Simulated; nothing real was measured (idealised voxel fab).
Presented below is a process module, voxel self aligned contacts.
The width of the displayed cross-section, cut, is 270 nm; its cells are square, with a size of 5 nm.
Reading order for cross-sections: top band down to bottom band. Underlying form: a grid of square cells. Band size: one or more rows of cells.
Each band's line starts with the height of the band's top and of its bottom, in nm. Then come its materials from left to right, each with its width in nm. One material with "full width" fills the band from edge to edge. "air" is empty space.
Height is counted from the level 0, under which the received wafer is composed throughout of one material. The lowest of the bands is not closed at the bottom but continues downward, in the notation "0..down".
A width given as "30..40" starts at the first number in the band's top row and ends at the second number in its bottom row, shifting by an equal amount at every step from row to row.
No cell of the cross-section changed in a step that is given as "remains unaltered".
Heads up: "Encapsulated voids" only lists the empty pockets with no open path to the top that are 8 cells or more, and it writes them as width x height at distance, distance from the left edge, in nm.
If you see something after the settings on a step's line, that's the simulator's own remark about that step.
Regarding "overlay nm": on a step with a mask, it is the distance the mask lay to the right of its planned place; a negative value places it to the left.

[Steps planned for the process]
- 1: RECEIVE [material Si]
- 2: CONFORMAL_DEP [material SiO2] [thk nm 5]
- 3: DIRECTIONAL_DEP [material polySi] [thk nm 25]
- 4: DIRECTIONAL_DEP [material SiN] [thk nm 25]
- 5: MASKED_ETCH [tone cover] [mask id GATE] [width nm 30] [pitch nm 70] [etch materials SiN] [depth nm 25] [overlay nm 0]
- 6: MASKED_ETCH [tone cover] [mask id GATE] [width nm 30] [pitch nm 70] [etch materials polySi] [depth nm 25] [overlay nm 0]
- 7: CONFORMAL_DEP [material SiN] [thk nm 10]
- 8: DIRECTIONAL_ETCH [etch materials SiN] [depth nm 10]
- 9: FILL_DEP [material SiO2] [thk nm 15]
- 10: CMP [height nm 65]
- 11: MASKED_ETCH [tone open] [mask id CONTACT] [width nm 50] [pitch nm 70] [etch materials SiO2] [depth nm 65] [overlay nm 0]
- 12: CONFORMAL_DEP [material TiN] [thk nm 5]
- 13: FILL_DEP [material W] [thk nm 5]
- 14: CMP [height nm 65]
- 15: CONFORMAL_DEP [material SiN] [thk nm 5]

[as received, after step 1]
- 0..down  Si full width
- Encapsulated voids: none

[First of two wafers at the end of the module, shown in cross-section; run carried out as planned]
- 70..65  SiN full width
- 65..55  75 of SiO2  5..20 of TiN  40..10 of W  5..20 of TiN  20 of SiO2  5..20 of TiN  40..10 of W  5..20 of TiN  75 of SiO2
- 55..30  40 of SiO2  50 of SiN  5 of TiN  10 of W  5 of TiN  50 of SiN  5 of TiN  10 of W  5 of TiN  50 of SiN  40 of SiO2
- 30..5  40 of SiO2  10 of SiN  30 of polySi  10 of SiN  5 of TiN  10 of W  5 of TiN  10 of SiN  30 of polySi  10 of SiN  5 of TiN  10 of W  5 of TiN  10 of SiN  30 of polySi  10 of SiN  40 of SiO2
- 5..0  90 of SiO2  20 of TiN  50 of SiO2  20 of TiN  90 of SiO2
- 0..down  Si full width
- Encapsulated voids: none

[What the second wafer looks like in cross-section once the module is done. Its start and its plan matched the first wafer's exactly; what differed was one mistake in how it was run]
- 70..65  SiN full width
- 65..55  75 of SiO2  5..20 of TiN  40..10 of W  5..20 of TiN  20 of SiO2  5..20 of TiN  40..10 of W  5..20 of TiN  75 of SiO2
- 55..45  40 of SiO2  50 of SiN  5 of TiN  10 of W  5 of TiN  50 of SiN  5 of TiN  10 of W  5 of TiN  50 of SiN  40 of SiO2
- 45..40  40 of SiO2  50 of SiN  20 of TiN  50 of SiN  20 of TiN  50 of SiN  40 of SiO2
- 40..30  SiN full width
- 30..5  polySi full width
- 5..0  SiO2 full width
- 0..down  Si full width
- Encapsulated voids: none
It is concluded that the wafer was processed incorrectly with respect to the plan, in that note that step 5 departed from the planned setting and was carried out as MASKED_ETCH [tone cover] [mask id GATE] [width nm 30] [pitch nm 70] [etch materials SiN] [depth nm 15] [overlay nm 0]
Upon completion, the second wafer contains, in terms of cells, a greater or smaller amount of certain materials than the first wafer: 12 fewer of SiN, 104 fewer of SiO2, 32 fewer of TiN, 32 fewer of W, 180 more of polySi
